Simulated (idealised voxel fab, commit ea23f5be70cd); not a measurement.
This section sets out a process module, namely voxel local oxidation.
Section shown: cut. Width: 235 nm. Cell size: 5 nm, square.
Square cells in a grid make up a cross-section in this document, and the grid is given as bands, listed from the top down, each one or more rows of cells. Within each band entry, the heights of the top and of the bottom of the band appear first, in that order and in nm; the materials of the band then follow from left to right, each with its corresponding width in nm. The designation "full width" on a single material indicates that it fills the band from edge to edge; the designation "blank" indicates empty space. Beneath 0, the wafer as received is one material, and that level is where height counting begins. The lowest band goes on downward without a bottom; it is written like "top 0, no bottom". Width "30..40": first value at the band's top row of cells, second value at its bottom row, equal change from row to row. Take "no alteration" at face value: in the step it is given for, the cross-section changed in none of its cells. Heads up: "Trapped cavities" only lists the empty pockets with no open path to the top that are 8 cells or more, and it writes them as width x height at distance, distance from the left edge, in nm. after a step's settings: what the simulator itself notes on the step. When a step includes a mask, the "overlay nm" setting on its line states how far to the right of its planned place that mask lay, and negative values state how far to the left.

[This section lists the process steps that were planned]
1. op RECEIVE | material Si
2. op OXIDIZE | depth nm 5
3. op CONFORMAL_DEP | material SiN | thk nm 15
4. op MASKED_ETCH | tone cover | mask id ACTIVE | width nm 110 | etch materials SiN | depth nm 15 | overlay nm 0
5. op SELECTIVE_ETCH | etch materials SiO2 | depth nm 5
6. op OXIDIZE | depth nm 10
7. op STRIP | etch materials SiN

[Cross-section, incoming material, after step 1]
top 0, no bottom  Si full width
Trapped cavities: none

[The plan above was carried out on the starting structure above with one mistake, and this cross-section shows the wafer at the end of the module]
top 0, bottom -5  blank=60, then SiO2=100, then blank=75
top -5, bottom -15  SiO2=70, then Si=80, then SiO2=85
top -15, no bottom  Si full width
Trapped cavities: none
Deviation from plan: step 4 was processed under conditions differing from the plan, specifically as op MASKED_ETCH | tone cover | mask id ACTIVE | width nm 110 | etch materials SiN | depth nm 15 | overlay nm -5
